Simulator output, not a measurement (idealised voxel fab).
Process module in this document: voxel fin reveal
Displayed cross-section: cut, width of 220 nm, square cells sized 5 nm.
Think of the cross-section as a grid of square cells. We describe it in bands, top to bottom, and each band covers one or more rows of those cells.
This entry defines a band. It first specifies the height of the band's top and the height of its bottom in nm, and then specifies the band's materials from left to right, stating each material with its width in nm. The word "everywhere" identifies a single material that fills the band from edge to edge, while the word "empty" identifies empty space.
Basically, 0 is our baseline, since under it the wafer straight out of the box is all one material. The bottom band has no lower end and keeps on going down, so it looks like "from 0 down".
The notation "30 to 40" denotes a width that varies across the rows of cells in the band, beginning at the first number in the top row, finishing at the second number in the bottom row, and changing by an identical amount from each row to the next.
Take "no alteration" at face value: in the step it is given for, the cross-section changed in none of its cells.
Closed internal voids: empty space of 8 cells or more with no open way to the top, each as width x height at its distance from the left edge, in nm
Where a step's line continues beyond its settings, the continuation is a remark by the simulator itself on that step.
Each step line may optionally specify "overlay nm", which for a step with a mask gives the rightward distance between the mask's planned place and where it lay, a negative value indicating the leftward direction.
# Planned process steps
1 RECEIVE (material Si)
2 CONFORMAL_DEP (material SiN; thk nm 10)
3 PATTERN (tone cover; mask id FINS; material resist; width nm 15; pitch nm 35; thk nm 20; overlay nm 0)
4 DIRECTIONAL_ETCH (etch materials SiN; depth nm 10)
5 DIRECTIONAL_ETCH (etch materials Si; depth nm 30)
6 STRIP (etch materials resist)
7 FILL_DEP (material SiO2; thk nm 15)
8 CMP (height nm 10)
9 SELECTIVE_ETCH (etch materials SiO2; depth nm 25)
10 STRIP (etch materials SiN)
# Wafer, first of two, run as planned
# as received, after step 1
* from 0 down  Si everywhere
* Closed internal voids: none
# Cross-section through the wafer, step 2 finished
* from 10 to 0  SiN everywhere
* Note: structure below 0 unchanged.
# Cross-section through the wafer, step 3 finished
* from 30 to 10  empty=85, resist=15, empty=20, resist=15, empty=85
* Note: structure below 10 unchanged.
# Cross-section through the wafer, step 4 finished
* from 30 to 10  empty=85, resist=15, empty=20, resist=15, empty=85
* from 10 to 0  empty=85, SiN=15, empty=20, SiN=15, empty=85
* Note: structure below 0 unchanged.
# Cross-section through the wafer, step 5 finished
* from 30 to 10  empty=85, resist=15, empty=20, resist=15, empty=85
* from 10 to 0  empty=85, SiN=15, empty=20, SiN=15, empty=85
* from 0 to -30  empty=85, Si=15, empty=20, Si=15, empty=85
* Note: structure below -30 unchanged.
# Cross-section through the wafer, step 6 finished
* from 10 to 0  empty=85, SiN=15, empty=20, SiN=15, empty=85
* Note: structure below 0 unchanged.
# Cross-section through the wafer, step 7 finished
* from 25 to 10  SiO2 everywhere
* from 10 to 0  SiO2=85, SiN=15, SiO2=20, SiN=15, SiO2=85
* from 0 to -30  SiO2=85, Si=15, SiO2=20, Si=15, SiO2=85
* Note: structure below -30 unchanged.
# Cross-section through the wafer, step 8 finished
* from 10 to 0  SiO2=85, SiN=15, SiO2=20, SiN=15, SiO2=85
* Note: structure below 0 unchanged.
# Cross-section through the wafer, step 9 finished
* from 10 to 0  empty=85, SiN=15, empty=20, SiN=15, empty=85
* from 0 to -15  empty=85, Si=15, empty=20, Si=15, empty=85
* Note: structure below -15 unchanged.
# Cross-section through the wafer, step 10 finished
* from 0 to -15  empty=85, Si=15, empty=20, Si=15, empty=85
* Note: structure below -15 unchanged.
# For the second wafer, take the first wafer's start and plan, then add one mistake made in running it; everything through step 9, that step included, is shared with the first
# Second wafer at the planned finish of step 10, seen in cross-section
* from 10 to 0  empty=85, SiN=15, empty=20, SiN=15, empty=85
* from 0 to -30  empty=85, Si=15, empty=20, Si=15, empty=85
* Note: structure below -30 unchanged.
Error vs. plan: not per plan at step 10, really ran STRIP (etch materials SiO2)
Final cells, second wafer relative to first, materials higher or lower: SiN +12 | SiO2 -114
